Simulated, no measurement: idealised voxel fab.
Process module under the name voxel released beams
Cross-sectional view cut (width: 200 nm; square cell size: 5 nm).
The cross-sections in this document take the form of a grid made of square cells. They are written out as bands, in order from top to bottom. Each band consists of one or more rows of cells. Look at the band entry: it leads with the top's height and the bottom's height in nm. Then it lists the materials left to right, with a width in nm for each. The word "all across" on a single material says that material fills the band edge to edge. The word "empty" is empty space. Height is counted from the level 0, under which the received wafer is composed throughout of one material. The lowest of the bands is not closed at the bottom but continues downward, in the notation "from 0 down". So if you see something like "30->40" for the width, read it as the top row of the band sitting at the first number and the bottom row at the second, with every row in between moving by the same amount as the last. The designation "remained the same", where it is given for a processing step, indicates that no cell of the cross-section was altered in the course of that step. The entry titled "Sealed void list" provides the empty spaces that have no open way to the top, restricted to those of 8 cells or more. Each is presented as width x height at distance, the distance being measured from the left edge, with all three in nm. Note: text after step settings on the step line = simulator remark on that step. overlay nm: for a step with a mask, the amount by which the mask lay right of where it was planned; a negative amount means left of it.
**The process steps that were planned are listed below**
| 1 | RECEIVE | material Si |
| 2 | CONFORMAL_DEP | material SiN | thk nm 10 |
| 3 | DIRECTIONAL_DEP | material SiO2 | thk nm 10 |
| 4 | MASKED_ETCH | tone open | mask id ANCHOR | width nm 30 | etch materials SiO2 | depth nm 10 | overlay nm 0 |
| 5 | CONFORMAL_DEP | material W | thk nm 10 |
| 6 | DIRECTIONAL_DEP | material aC | thk nm 15 |
| 7 | PATTERN | tone cover | mask id BEAM | material resist | width nm 90 | thk nm 35 | overlay nm 0 |
| 8 | DIRECTIONAL_ETCH | etch materials aC | depth nm 15 |
| 9 | STRIP | etch materials resist |
| 10 | DIRECTIONAL_ETCH | etch materials W | depth nm 10 |
| 11 | STRIP | etch materials aC |
| 12 | STRIP | etch materials SiO2 |
**First out of two wafers; run went to plan**
**As-received wafer cross-section (after step 1)**
> from 0 down: Si all across
> Sealed void list: none
**Cross-section of the wafer subsequent to step 2**
> from 10 to 0: SiN all across
> Below a height of 0, the structure has not been altered.
**Cross-section of the wafer subsequent to step 3**
> from 20 to 10: SiO2 all across
> Below a height of 10, the structure has not been altered.
**Cross-section of the wafer subsequent to step 4**
> from 20 to 10: SiO2 55 nm / empty 30 nm / SiO2 115 nm
> Below a height of 10, the structure has not been altered.
**Cross-section of the wafer subsequent to step 5**
> from 30 to 20: W 65 nm / empty 10 nm / W 125 nm
> from 20 to 10: SiO2 55 nm / W 30 nm / SiO2 115 nm
> Below a height of 10, the structure has not been altered.
**Cross-section of the wafer subsequent to step 6**
> from 45 to 35: aC 65 nm / empty 10 nm / aC 125 nm
> from 35 to 30: aC all across
> from 30 to 20: W 65 nm / aC 10 nm / W 125 nm
> Below a height of 20, the structure has not been altered.
**Cross-section of the wafer subsequent to step 7**
> from 80 to 45: empty 50 nm / resist 90 nm / empty 60 nm
> from 45 to 35: aC 65 nm / resist 10 nm / aC 125 nm
> Below a height of 35, the structure has not been altered.
**Cross-section of the wafer subsequent to step 8**
> from 65 to 45: empty 50 nm / resist 90 nm / empty 60 nm
> from 45 to 35: empty 50 nm / aC 15 nm / resist 10 nm / aC 65 nm / empty 60 nm
> from 35 to 30: empty 50 nm / aC 90 nm / empty 60 nm
> Below a height of 30, the structure has not been altered.
**Cross-section of the wafer subsequent to step 9**
> from 45 to 35: empty 50 nm / aC 15 nm / empty 10 nm / aC 65 nm / empty 60 nm
> Below a height of 35, the structure has not been altered.
**Cross-section of the wafer subsequent to step 10**
> from 45 to 35: empty 50 nm / aC 15 nm / empty 10 nm / aC 65 nm / empty 60 nm
> from 35 to 30: empty 50 nm / aC 90 nm / empty 60 nm
> from 30 to 20: empty 50 nm / W 15 nm / aC 10 nm / W 65 nm / empty 60 nm
> Below a height of 20, the structure has not been altered.
**Cross-section of the wafer subsequent to step 11**
> from 30 to 20: empty 50 nm / W 15 nm / empty 10 nm / W 65 nm / empty 60 nm
> Below a height of 20, the structure has not been altered.
**Cross-section of the wafer subsequent to step 12**
> from 30 to 20: empty 50 nm / W 15 nm / empty 10 nm / W 65 nm / empty 60 nm
> from 20 to 10: empty 55 nm / W 30 nm / empty 115 nm
> Below a height of 10, the structure has not been altered.
**Here the second wafer is described. Its start and its plan were those of the first wafer. Its run contained one mistake. Up to and including step 6, it did exactly what the first wafer did**
**Cross-section of the second wafer when, according to plan, step 7 should have finished**
> from 80 to 45: empty 50 nm / resist 95 nm / empty 55 nm
> from 45 to 35: aC 65 nm / resist 10 nm / aC 125 nm
> Below a height of 35, the structure has not been altered.
**Cross-section of the second wafer when, according to plan, step 8 should have finished**
> from 65 to 45: empty 50 nm / resist 95 nm / empty 55 nm
> from 45 to 35: empty 50 nm / aC 15 nm / resist 10 nm / aC 70 nm / empty 55 nm
> from 35 to 30: empty 50 nm / aC 95 nm / empty 55 nm
> Below a height of 30, the structure has not been altered.
**Cross-section of the second wafer when, according to plan, step 9 should have finished**
> from 45 to 35: empty 50 nm / aC 15 nm / empty 10 nm / aC 70 nm / empty 55 nm
> Below a height of 35, the structure has not been altered.
**Cross-section of the second wafer when, according to plan, step 10 should have finished**
> from 45 to 35: empty 50 nm / aC 15 nm / empty 10 nm / aC 70 nm / empty 55 nm
> from 35 to 30: empty 50 nm / aC 95 nm / empty 55 nm
> from 30 to 20: empty 50 nm / W 15 nm / aC 10 nm / W 70 nm / empty 55 nm
> Below a height of 20, the structure has not been altered.
**Cross-section of the second wafer when, according to plan, step 11 should have finished**
> from 30 to 20: empty 50 nm / W 15 nm / empty 10 nm / W 70 nm / empty 55 nm
> Below a height of 20, the structure has not been altered.
**Cross-section of the second wafer when, according to plan, step 12 should have finished**
> from 30 to 20: empty 50 nm / W 15 nm / empty 10 nm / W 70 nm / empty 55 nm
> from 20 to 10: empty 55 nm / W 30 nm / empty 115 nm
> Below a height of 10, the structure has not been altered.
What was done differently from what was planned? step 7 was not run as planned; what actually ran was PATTERN | tone cover | mask id BEAM | material resist | width nm 95 | thk nm 35 | overlay nm 0
at the end the second wafer has, in cells: +2 W
